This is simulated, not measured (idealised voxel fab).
This section sets out a process module, namely voxel self aligned vias.
Square cell edge 5 nm, section width 245 nm, ID cut.
A cross-section is a grid of square cells, given in bands from the top down. A band is one or more rows of cells. Quick guide to a band line: top height, bottom height (nm) up front; then every material left to right with its width in nm. Only one material and it's marked "all across"? Then it fills the band edge to edge. And "empty" just means empty space. Convention: height 0 is the level below which the wafer, as received, is all one material. The lowest band does not terminate at the bottom but continues downward, represented as "z 0 and below". The notation "30->40" denotes a width that varies across the rows of cells in the band, beginning at the first number in the top row, finishing at the second number in the bottom row, and changing by an identical amount from each row to the next. What does "remains unaltered" mean for a step? It means no cell of the cross-section changed in that step. This entry, "Closed void catalog", enumerates those empty regions of no fewer than 8 cells that possess no open connection to the top. Each region is reported in the form width x height at distance, the distance being taken from the left edge, with all three quantities expressed in nm. Read whatever lies past the settings on a step's line as the simulator's own remark about the step. overlay nm: how far to the right of its planned place the mask lay on this masked step (negative: to the left).
-- The following list gives the planned process steps
| 1 | RECEIVE (material Si) |
| 2 | CONFORMAL_DEP (material SiO2; thk nm 15) |
| 3 | CONFORMAL_DEP (material SiCN; thk nm 5) |
| 4 | DIRECTIONAL_DEP (material SiO2; thk nm 25) |
| 5 | MASKED_ETCH (tone open; mask id LINES; width nm 25; pitch nm 65; etch materials SiO2; depth nm 25; overlay nm 0) |
| 6 | CONFORMAL_DEP (material TiN; thk nm 5) |
| 7 | FILL_DEP (material Ru; thk nm 5) |
| 8 | CMP (height nm 45) |
| 9 | SELECTIVE_ETCH (etch materials W Ru TiN; depth nm 5) |
| 10 | FILL_DEP (material SiN; thk nm 5) |
| 11 | CMP (height nm 45) |
| 12 | DIRECTIONAL_DEP (material SiO2; thk nm 15) |
| 13 | DIRECTIONAL_DEP (material aC; thk nm 10) |
| 14 | PATTERN (tone open; mask id VIAS; material resist; width nm 45; pitch nm 130; thk nm 25; overlay nm 0) |
| 15 | DIRECTIONAL_ETCH (etch materials aC; depth nm 10) |
| 16 | STRIP (etch materials resist) |
| 17 | DIRECTIONAL_ETCH (etch materials SiO2; depth nm 15) |
| 18 | DIRECTIONAL_ETCH (etch materials SiN; depth nm 5) |
| 19 | STRIP (etch materials aC) |
| 20 | CONFORMAL_DEP (material TiN; thk nm 5) |
| 21 | FILL_DEP (material Ru; thk nm 10) |
| 22 | CMP (height nm 60) |
| 23 | CONFORMAL_DEP (material SiN; thk nm 5) |
-- Wafer as received: cross-section following step 1
* z 0 and below  Si all across
* Closed void catalog: none
-- Cross-sectional view of the first of the two wafers upon completion of the module, processed in accordance with the plan
* z 65 to 60  SiN all across
* z 60 to 50  35 nm SiO2 / 5 nm TiN / 35 nm Ru / 5 nm TiN / 85 nm SiO2 / 5 nm TiN / 35 nm Ru / 5 nm TiN / 35 nm SiO2
* z 50 to 45  35 nm SiO2 / 15 nm TiN / 15 nm Ru / 15 nm TiN / 85 nm SiO2 / 15 nm TiN / 15 nm Ru / 15 nm TiN / 35 nm SiO2
* z 45 to 40  45 nm SiO2 / 25 nm TiN / 40 nm SiO2 / 25 nm SiN / 40 nm SiO2 / 25 nm TiN / 45 nm SiO2
* z 40 to 25  45 nm SiO2 / 5 nm TiN / 15 nm Ru / 5 nm TiN / 40 nm SiO2 / 5 nm TiN / 15 nm Ru / 5 nm TiN / 40 nm SiO2 / 5 nm TiN / 15 nm Ru / 5 nm TiN / 45 nm SiO2
* z 25 to 20  45 nm SiO2 / 25 nm TiN / 40 nm SiO2 / 25 nm TiN / 40 nm SiO2 / 25 nm TiN / 45 nm SiO2
* z 20 to 15  SiCN all across
* z 15 to 0  SiO2 all across
* z 0 and below  Si all across
* Closed void catalog: none
-- Second of two wafers, module complete, sectioned: it shares the first wafer's start and plan but was run with one mistake
* z 65 to 60  SiN all across
* z 60 to 50  30 nm Ru / 5 nm TiN / 45 nm SiO2 / 5 nm TiN / 75 nm Ru / 5 nm TiN / 45 nm SiO2 / 5 nm TiN / 30 nm Ru
* z 50 to 45  35 nm TiN / 45 nm SiO2 / 35 nm TiN / 15 nm Ru / 35 nm TiN / 45 nm SiO2 / 35 nm TiN
* z 45 to 40  45 nm SiO2 / 25 nm SiN / 40 nm SiO2 / 25 nm TiN / 40 nm SiO2 / 25 nm SiN / 45 nm SiO2
* z 40 to 25  45 nm SiO2 / 5 nm TiN / 15 nm Ru / 5 nm TiN / 40 nm SiO2 / 5 nm TiN / 15 nm Ru / 5 nm TiN / 40 nm SiO2 / 5 nm TiN / 15 nm Ru / 5 nm TiN / 45 nm SiO2
* z 25 to 20  45 nm SiO2 / 25 nm TiN / 40 nm SiO2 / 25 nm TiN / 40 nm SiO2 / 25 nm TiN / 45 nm SiO2
* z 20 to 15  SiCN all across
* z 15 to 0  SiO2 all across
* z 0 and below  Si all across
* Closed void catalog: none
Deviation noted in wafer processing: step 14, actual vs plan mismatch, actual run PATTERN (tone cover; mask id VIAS; material resist; width nm 45; pitch nm 130; thk nm 25; overlay nm 0)
At the finish, the second wafer shows more or fewer cells for some materials than the first does: Ru +23, SiN +5, SiO2 -39, TiN +11
